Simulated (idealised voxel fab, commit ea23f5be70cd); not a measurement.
Name of the process module below: voxel transistor to metal
Displayed cross-section: cut, width of 170 nm, square cells sized 5 nm.
Just so we're on the same page, the cross-sections are grids of square cells, and they're listed out in bands top to bottom, each band one or more rows deep.
Band: top and bottom heights (nm) first, top before bottom; then materials from left to right, widths in nm. "full width" marks a sole material filling the band edge to edge. "air" denotes empty space.
Heights are expressed relative to 0, this being the level below which the as-received wafer comprises one material exclusively. The lowest band is unbounded in the downward direction and is denoted as in "0 and below".
You'd read "30 to 40" like this: the band's top row of cells is as wide as the first number, its bottom row is as wide as the second, and going down, every row changes width by the same amount as the row before did.
Where the words "same as before" appear for a step, the cross-section shows no cell changed by that step; every cell remained as before.
The label "Listed closed voids" introduces a list of the empty spaces, 8 cells or larger, that have no open way up to the top; each entry in it reads width x height at distance, where the distance is taken from the left edge and all three are stated in nm.
Step line, after settings: the simulator's comment on this step.
overlay nm: mask right of planned place by this much (step with mask). Neg. = left.

**Here's what the planned process steps look like**
1 op RECEIVE | material Si
2 op OXIDIZE | depth nm 5
3 op CONFORMAL_DEP | material SiN | thk nm 10
4 op MASKED_ETCH | tone cover | mask id ACTIVE | width nm 110 | etch materials SiN | depth nm 10 | overlay nm 0
5 op MASKED_ETCH | tone cover | mask id ACTIVE | width nm 110 | etch materials SiO2 | depth nm 5 | overlay nm 0
6 op MASKED_ETCH | tone cover | mask id ACTIVE | width nm 110 | etch materials Si | depth nm 20 | overlay nm 0
7 op OXIDIZE | depth nm 5
8 op FILL_DEP | material SiO2 | thk nm 15
9 op CMP | height nm 10
10 op SELECTIVE_ETCH | etch materials SiO2 | depth nm 10
11 op STRIP | etch materials SiN
12 op SELECTIVE_ETCH | etch materials SiO2 | depth nm 5
13 op OXIDIZE | depth nm 5
14 op DIRECTIONAL_DEP | material polySi | thk nm 20
15 op DIRECTIONAL_DEP | material SiCN | thk nm 10
16 op DIRECTIONAL_DEP | material aC | thk nm 15
17 op PATTERN | tone cover | mask id GATE | material resist | width nm 30 | thk nm 35 | overlay nm 0
18 op DIRECTIONAL_ETCH | etch materials aC | depth nm 15
19 op STRIP | etch materials resist
20 op DIRECTIONAL_ETCH | etch materials SiCN | depth nm 20
21 op DIRECTIONAL_ETCH | etch materials polySi | depth nm 30
22 op STRIP | etch materials aC
23 op CONFORMAL_DEP | material SiO2 | thk nm 5
24 op DIRECTIONAL_ETCH | etch materials SiO2 | depth nm 5
25 op CONFORMAL_DEP | material SiN | thk nm 5
26 op DIRECTIONAL_ETCH | etch materials SiN | depth nm 5
27 op DIRECTIONAL_ETCH | etch materials SiO2 | depth nm 5
28 op DIRECTIONAL_ETCH | etch materials Si | depth nm 10
29 op EPI | material SiGe | thk nm 15
30 op FILL_DEP | material SiO2 | thk nm 10
31 op CMP | height nm 15
32 op STRIP | etch materials polySi
33 op SELECTIVE_ETCH | etch materials SiO2 | depth nm 5
34 op CONFORMAL_DEP | material HfO2 | thk nm 5
35 op CONFORMAL_DEP | material TiN | thk nm 5
36 op FILL_DEP | material W | thk nm 5
37 op CMP | height nm 10
38 op DIRECTIONAL_DEP | material SiO2 | thk nm 10
39 op MASKED_ETCH | tone open | mask id CONTACT | width nm 20 | pitch nm 80 | etch materials SiO2 | depth nm 25 | overlay nm 0
40 op CONFORMAL_DEP | material TiN | thk nm 5
41 op FILL_DEP | material W | thk nm 10
42 op CMP | height nm 20
43 op DIRECTIONAL_DEP | material TiN | thk nm 5
44 op DIRECTIONAL_DEP | material W | thk nm 20
45 op PATTERN | tone cover | mask id METAL_1 | material resist | width nm 20 | pitch nm 80 | thk nm 20 | overlay nm 0
46 op DIRECTIONAL_ETCH | etch materials W | depth nm 20
47 op DIRECTIONAL_ETCH | etch materials TiN | depth nm 5
48 op STRIP | etch materials resist
49 op CONFORMAL_DEP | material SiN | thk nm 5
50 op FILL_DEP | material lowk | thk nm 10
51 op CMP | height nm 45
52 op CONFORMAL_DEP | material SiN | thk nm 5

**First wafer, two in total, run as planned**

**Cross-sectional view of the wafer in its as-received condition, corresponding to the state after step 1**
0 and below | Si full width
Listed closed voids: none

**Cross-section through the wafer, step 2 finished**
0 down to -5 | SiO2 full width
Below -5 it's all the same as before, nothing changed down there.

**Cross-section through the wafer, step 3 finished**
10 down to 0 | SiN full width
Below 0 it's all the same as before, nothing changed down there.

**Cross-section through the wafer, step 4 finished**
10 down to 0 | air 30; SiN 110; air 30
Below 0 it's all the same as before, nothing changed down there.

**Cross-section through the wafer, step 5 finished**
10 down to 0 | air 30; SiN 110; air 30
0 down to -5 | air 30; SiO2 110; air 30
Below -5 it's all the same as before, nothing changed down there.

**Cross-section through the wafer, step 6 finished**
10 down to 0 | air 30; SiN 110; air 30
0 down to -5 | air 30; SiO2 110; air 30
-5 down to -25 | air 30; Si 110; air 30
Below -25 it's all the same as before, nothing changed down there.

**Cross-section through the wafer, step 7 finished**
10 down to 0 | air 30; SiN 110; air 30
0 down to -5 | air 30; SiO2 110; air 30
-5 down to -25 | air 30; SiO2 5; Si 100; SiO2 5; air 30
-25 down to -30 | SiO2 35; Si 100; SiO2 35
Below -30 it's all the same as before, nothing changed down there.

**Cross-section through the wafer, step 8 finished**
25 down to 10 | SiO2 full width
10 down to 0 | SiO2 30; SiN 110; SiO2 30
0 down to -5 | SiO2 full width
-5 down to -30 | SiO2 35; Si 100; SiO2 35
Below -30 it's all the same as before, nothing changed down there.

**Cross-section through the wafer, step 9 finished**
10 down to 0 | SiO2 30; SiN 110; SiO2 30
Below 0 it's all the same as before, nothing changed down there.

**Cross-section through the wafer, step 10 finished**
10 down to 0 | air 30; SiN 110; air 30
Below 0 it's all the same as before, nothing changed down there.

**Cross-section through the wafer, step 11 finished**
0 down to -5 | SiO2 full width
Below -5 it's all the same as before, nothing changed down there.

**Cross-section through the wafer, step 12 finished**
-5 down to -30 | SiO2 35; Si 100; SiO2 35
Below -30 it's all the same as before, nothing changed down there.

**Cross-section through the wafer, step 13 finished**
-5 down to -10 | SiO2 full width
Below -10 it's all the same as before, nothing changed down there.

**Cross-section through the wafer, step 14 finished**
15 down to -5 | polySi full width
Below -5 it's all the same as before, nothing changed down there.

**Cross-section through the wafer, step 15 finished**
25 down to 15 | SiCN full width
Below 15 it's all the same as before, nothing changed down there.

**Cross-section through the wafer, step 16 finished**
40 down to 25 | aC full width
Below 25 it's all the same as before, nothing changed down there.

**Cross-section through the wafer, step 17 finished**
75 down to 40 | air 70; resist 30; air 70
Below 40 it's all the same as before, nothing changed down there.

**Cross-section through the wafer, step 18 finished**
60 down to 40 | air 70; resist 30; air 70
40 down to 25 | air 70; aC 30; air 70
Below 25 it's all the same as before, nothing changed down there.

**Cross-section through the wafer, step 19 finished**
40 down to 25 | air 70; aC 30; air 70
Below 25 it's all the same as before, nothing changed down there.

**Cross-section through the wafer, step 20 finished**
40 down to 25 | air 70; aC 30; air 70
25 down to 15 | air 70; SiCN 30; air 70
Below 15 it's all the same as before, nothing changed down there.

**Cross-section through the wafer, step 21 finished**
40 down to 25 | air 70; aC 30; air 70
25 down to 15 | air 70; SiCN 30; air 70
15 down to -5 | air 70; polySi 30; air 70
Below -5 it's all the same as before, nothing changed down there.

**Cross-section through the wafer, step 22 finished**
25 down to 15 | air 70; SiCN 30; air 70
Below 15 it's all the same as before, nothing changed down there.

**Cross-section through the wafer, step 23 finished**
30 down to 25 | air 65; SiO2 40; air 65
25 down to 15 | air 65; SiO2 5; SiCN 30; SiO2 5; air 65
15 down to 0 | air 65; SiO2 5; polySi 30; SiO2 5; air 65
0 down to -5 | SiO2 70; polySi 30; SiO2 70
Below -5 it's all the same as before, nothing changed down there.

**Cross-section through the wafer, step 24 finished**
25 down to 15 | air 65; SiO2 5; SiCN 30; SiO2 5; air 65
15 down to -5 | air 65; SiO2 5; polySi 30; SiO2 5; air 65
Below -5 it's all the same as before, nothing changed down there.

**Cross-section through the wafer, step 25 finished**
30 down to 25 | air 60; SiN 50; air 60
25 down to 15 | air 60; SiN 5; SiO2 5; SiCN 30; SiO2 5; SiN 5; air 60
15 down to 0 | air 60; SiN 5; SiO2 5; polySi 30; SiO2 5; SiN 5; air 60
0 down to -5 | SiN 65; SiO2 5; polySi 30; SiO2 5; SiN 65
Below -5 it's all the same as before, nothing changed down there.

**Cross-section through the wafer, step 26 finished**
25 down to 15 | air 60; SiN 5; SiO2 5; SiCN 30; SiO2 5; SiN 5; air 60
15 down to -5 | air 60; SiN 5; SiO2 5; polySi 30; SiO2 5; SiN 5; air 60
Below -5 it's all the same as before, nothing changed down there.

**Cross-section through the wafer, step 27 finished**
25 down to 20 | air 60; SiN 5; air 5; SiCN 30; air 5; SiN 5; air 60
20 down to 15 | air 60; SiN 5; SiO2 5; SiCN 30; SiO2 5; SiN 5; air 60
15 down to -5 | air 60; SiN 5; SiO2 5; polySi 30; SiO2 5; SiN 5; air 60
-5 down to -10 | air 60; SiO2 50; air 60
Below -10 it's all the same as before, nothing changed down there.

**Cross-section through the wafer, step 28 finished**
25 down to 20 | air 60; SiN 5; air 5; SiCN 30; air 5; SiN 5; air 60
20 down to 15 | air 60; SiN 5; SiO2 5; SiCN 30; SiO2 5; SiN 5; air 60
15 down to -5 | air 60; SiN 5; SiO2 5; polySi 30; SiO2 5; SiN 5; air 60
-5 down to -10 | air 60; SiO2 50; air 60
-10 down to -20 | SiO2 35; air 25; Si 50; air 25; SiO2 35
Below -20 it's all the same as before, nothing changed down there.

**Cross-section through the wafer, step 29 finished**
25 down to 20 | air 60; SiN 5; air 5; SiCN 30; air 5; SiN 5; air 60
20 down to 15 | air 60; SiN 5; SiO2 5; SiCN 30; SiO2 5; SiN 5; air 60
15 down to 5 | air 60; SiN 5; SiO2 5; polySi 30; SiO2 5; SiN 5; air 60
5 down to -5 | air 45; SiGe 15; SiN 5; SiO2 5; polySi 30; SiO2 5; SiN 5; SiGe 15; air 45
-5 down to -10 | air 30; SiGe 30; SiO2 50; SiGe 30; air 30
-10 down to -20 | SiO2 35; SiGe 25; Si 50; SiGe 25; SiO2 35
Below -20 it's all the same as before, nothing changed down there.

**Cross-section through the wafer, step 30 finished**
35 down to 25 | SiO2 full width
25 down to 15 | SiO2 60; SiN 5; SiO2 5; SiCN 30; SiO2 5; SiN 5; SiO2 60
15 down to 5 | SiO2 60; SiN 5; SiO2 5; polySi 30; SiO2 5; SiN 5; SiO2 60
5 down to -5 | SiO2 45; SiGe 15; SiN 5; SiO2 5; polySi 30; SiO2 5; SiN 5; SiGe 15; SiO2 45
-5 down to -10 | SiO2 30; SiGe 30; SiO2 50; SiGe 30; SiO2 30
Below -10 it's all the same as before, nothing changed down there.

**Cross-section through the wafer, step 31 finished**
15 down to 5 | SiO2 60; SiN 5; SiO2 5; polySi 30; SiO2 5; SiN 5; SiO2 60
Below 5 it's all the same as before, nothing changed down there.

**Cross-section through the wafer, step 32 finished**
15 down to 5 | SiO2 60; SiN 5; SiO2 5; air 30; SiO2 5; SiN 5; SiO2 60
5 down to -5 | SiO2 45; SiGe 15; SiN 5; SiO2 5; air 30; SiO2 5; SiN 5; SiGe 15; SiO2 45
Below -5 it's all the same as before, nothing changed down there.

**Cross-section through the wafer, step 33 finished**
15 down to 10 | air 60; SiN 5; air 40; SiN 5; air 60
10 down to 5 | SiO2 60; SiN 5; air 40; SiN 5; SiO2 60
5 down to -5 | SiO2 45; SiGe 15; SiN 5; air 40; SiN 5; SiGe 15; SiO2 45
-5 down to -10 | SiO2 30; SiGe 30; SiO2 5; air 40; SiO2 5; SiGe 30; SiO2 30
Below -10 it's all the same as before, nothing changed down there.

**Cross-section through the wafer, step 34 finished**
20 down to 15 | air 55; HfO2 15; air 30; HfO2 15; air 55
15 down to 10 | HfO2 60; SiN 5; HfO2 5; air 30; HfO2 5; SiN 5; HfO2 60
10 down to 5 | SiO2 60; SiN 5; HfO2 5; air 30; HfO2 5; SiN 5; SiO2 60
5 down to -5 | SiO2 45; SiGe 15; SiN 5; HfO2 5; air 30; HfO2 5; SiN 5; SiGe 15; SiO2 45
-5 down to -10 | SiO2 30; SiGe 30; SiO2 5; HfO2 40; SiO2 5; SiGe 30; SiO2 30
Below -10 it's all the same as before, nothing changed down there.

**Cross-section through the wafer, step 35 finished**
25 down to 20 | air 50; TiN 25; air 20; TiN 25; air 50
20 down to 15 | TiN 55; HfO2 15; TiN 5; air 20; TiN 5; HfO2 15; TiN 55
15 down to 10 | HfO2 60; SiN 5; HfO2 5; TiN 5; air 20; TiN 5; HfO2 5; SiN 5; HfO2 60
10 down to 5 | SiO2 60; SiN 5; HfO2 5; TiN 5; air 20; TiN 5; HfO2 5; SiN 5; SiO2 60
5 down to 0 | SiO2 45; SiGe 15; SiN 5; HfO2 5; TiN 5; air 20; TiN 5; HfO2 5; SiN 5; SiGe 15; SiO2 45
0 down to -5 | SiO2 45; SiGe 15; SiN 5; HfO2 5; TiN 30; HfO2 5; SiN 5; SiGe 15; SiO2 45
Below -5 it's all the same as before, nothing changed down there.

**Cross-section through the wafer, step 36 finished**
30 down to 25 | W full width
25 down to 20 | W 50; TiN 25; W 20; TiN 25; W 50
20 down to 15 | TiN 55; HfO2 15; TiN 5; W 20; TiN 5; HfO2 15; TiN 55
15 down to 10 | HfO2 60; SiN 5; HfO2 5; TiN 5; W 20; TiN 5; HfO2 5; SiN 5; HfO2 60
10 down to 5 | SiO2 60; SiN 5; HfO2 5; TiN 5; W 20; TiN 5; HfO2 5; SiN 5; SiO2 60
5 down to 0 | SiO2 45; SiGe 15; SiN 5; HfO2 5; TiN 5; W 20; TiN 5; HfO2 5; SiN 5; SiGe 15; SiO2 45
Below 0 it's all the same as before, nothing changed down there.

**Cross-section through the wafer, step 37 finished**
10 down to 5 | SiO2 60; SiN 5; HfO2 5; TiN 5; W 20; TiN 5; HfO2 5; SiN 5; SiO2 60
Below 5 it's all the same as before, nothing changed down there.

**Cross-section through the wafer, step 38 finished**
20 down to 10 | SiO2 full width
Below 10 it's all the same as before, nothing changed down there.

**Cross-section through the wafer, step 39 finished**
20 down to 10 | SiO2 35; air 20; SiO2 60; air 20; SiO2 35
10 down to 5 | SiO2 35; air 20; SiO2 5; SiN 5; HfO2 5; TiN 5; W 20; TiN 5; HfO2 5; SiN 5; SiO2 5; air 20; SiO2 35
5 down to 0 | SiO2 35; air 10; SiGe 15; SiN 5; HfO2 5; TiN 5; W 20; TiN 5; HfO2 5; SiN 5; SiGe 15; air 10; SiO2 35
0 down to -5 | SiO2 35; air 10; SiGe 15; SiN 5; HfO2 5; TiN 30; HfO2 5; SiN 5; SiGe 15; air 10; SiO2 35
Below -5 it's all the same as before, nothing changed down there.

**Cross-section through the wafer, step 40 finished**
25 down to 20 | TiN 40; air 10; TiN 70; air 10; TiN 40
20 down to 10 | SiO2 35; TiN 5; air 10; TiN 5; SiO2 60; TiN 5; air 10; TiN 5; SiO2 35
10 down to 5 | SiO2 35; TiN 20; SiO2 5; SiN 5; HfO2 5; TiN 5; W 20; TiN 5; HfO2 5; SiN 5; SiO2 5; TiN 20; SiO2 35
5 down to 0 | SiO2 35; TiN 10; SiGe 15; SiN 5; HfO2 5; TiN 5; W 20; TiN 5; HfO2 5; SiN 5; SiGe 15; TiN 10; SiO2 35
0 down to -5 | SiO2 35; TiN 10; SiGe 15; SiN 5; HfO2 5; TiN 30; HfO2 5; SiN 5; SiGe 15; TiN 10; SiO2 35
Below -5 it's all the same as before, nothing changed down there.

**Cross-section through the wafer, step 41 finished**
35 down to 25 | W full width
25 down to 20 | TiN 40; W 10; TiN 70; W 10; TiN 40
20 down to 10 | SiO2 35; TiN 5; W 10; TiN 5; SiO2 60; TiN 5; W 10; TiN 5; SiO2 35
Below 10 it's all the same as before, nothing changed down there.

**Cross-section through the wafer, step 42 finished**
20 down to 10 | SiO2 35; TiN 5; W 10; TiN 5; SiO2 60; TiN 5; W 10; TiN 5; SiO2 35
Below 10 it's all the same as before, nothing changed down there.

**Cross-section through the wafer, step 43 finished**
25 down to 20 | TiN full width
Below 20 it's all the same as before, nothing changed down there.

**Cross-section through the wafer, step 44 finished**
45 down to 25 | W full width
Below 25 it's all the same as before, nothing changed down there.

**Cross-section through the wafer, step 45 finished**
65 down to 45 | air 35; resist 20; air 60; resist 20; air 35
Below 45 it's all the same as before, nothing changed down there.

**Cross-section through the wafer, step 46 finished**
65 down to 45 | air 35; resist 20; air 60; resist 20; air 35
45 down to 25 | air 35; W 20; air 60; W 20; air 35
Below 25 it's all the same as before, nothing changed down there.

**Cross-section through the wafer, step 47 finished**
65 down to 45 | air 35; resist 20; air 60; resist 20; air 35
45 down to 25 | air 35; W 20; air 60; W 20; air 35
25 down to 20 | air 35; TiN 20; air 60; TiN 20; air 35
Below 20 it's all the same as before, nothing changed down there.

**Cross-section through the wafer, step 48 finished**
45 down to 25 | air 35; W 20; air 60; W 20; air 35
Below 25 it's all the same as before, nothing changed down there.

**Cross-section through the wafer, step 49 finished**
50 down to 45 | air 30; SiN 30; air 50; SiN 30; air 30
45 down to 25 | air 30; SiN 5; W 20; SiN 5; air 50; SiN 5; W 20; SiN 5; air 30
25 down to 20 | SiN 35; TiN 20; SiN 60; TiN 20; SiN 35
Below 20 it's all the same as before, nothing changed down there.

**Cross-section through the wafer, step 50 finished**
60 down to 50 | lowk full width
50 down to 45 | lowk 30; SiN 30; lowk 50; SiN 30; lowk 30
45 down to 25 | lowk 30; SiN 5; W 20; SiN 5; lowk 50; SiN 5; W 20; SiN 5; lowk 30
Below 25 it's all the same as before, nothing changed down there.

**Cross-section through the wafer, step 51 finished**
45 down to 25 | lowk 30; SiN 5; W 20; SiN 5; lowk 50; SiN 5; W 20; SiN 5; lowk 30
Below 25 it's all the same as before, nothing changed down there.

**Cross-section through the wafer, step 52 finished**
50 down to 45 | SiN full width
Below 45 it's all the same as before, nothing changed down there.

**The remaining wafer, second of the two, started like the first and was run to the same plan, except that one mistake was made along the way; the two coincide through step 42, inclusive**

**Second wafer, cross-section, planned end of step 43**
35 down to 20 | TiN full width
Below 20 it's all the same as before, nothing changed down there.

**Second wafer, cross-section, planned end of step 44**
55 down to 35 | W full width
Below 35 it's all the same as before, nothing changed down there.

**Second wafer, cross-section, planned end of step 45**
75 down to 55 | air 35; resist 20; air 60; resist 20; air 35
Below 55 it's all the same as before, nothing changed down there.

**Second wafer, cross-section, planned end of step 46**
75 down to 55 | air 35; resist 20; air 60; resist 20; air 35
55 down to 35 | air 35; W 20; air 60; W 20; air 35
Below 35 it's all the same as before, nothing changed down there.

**Second wafer, cross-section, planned end of step 47**
75 down to 55 | air 35; resist 20; air 60; resist 20; air 35
55 down to 35 | air 35; W 20; air 60; W 20; air 35
35 down to 30 | air 35; TiN 20; air 60; TiN 20; air 35
Below 30 it's all the same as before, nothing changed down there.

**Second wafer, cross-section, planned end of step 48**
55 down to 35 | air 35; W 20; air 60; W 20; air 35
Below 35 it's all the same as before, nothing changed down there.

**Second wafer, cross-section, planned end of step 49**
60 down to 55 | air 30; SiN 30; air 50; SiN 30; air 30
55 down to 35 | air 30; SiN 5; W 20; SiN 5; air 50; SiN 5; W 20; SiN 5; air 30
35 down to 30 | SiN 35; TiN 20; SiN 60; TiN 20; SiN 35
Below 30 it's all the same as before, nothing changed down there.

**Second wafer, cross-section, planned end of step 50**
70 down to 60 | lowk full width
60 down to 55 | lowk 30; SiN 30; lowk 50; SiN 30; lowk 30
55 down to 35 | lowk 30; SiN 5; W 20; SiN 5; lowk 50; SiN 5; W 20; SiN 5; lowk 30
Below 35 it's all the same as before, nothing changed down there.

**Second wafer, cross-section, planned end of step 51**
45 down to 35 | lowk 30; SiN 5; W 20; SiN 5; lowk 50; SiN 5; W 20; SiN 5; lowk 30
Below 35 it's all the same as before, nothing changed down there.

**Second wafer, cross-section, planned end of step 52**
50 down to 45 | SiN full width
Below 45 it's all the same as before, nothing changed down there.
The plan and the run diverged here: so step 43 ended up running with a different setting than we planned, it ran as op DIRECTIONAL_DEP | material TiN | thk nm 15
The closing comparison, in cells, has the second wafer with more or fewer of some materials than the first: SiN -8, TiN +68, W -16, lowk -44
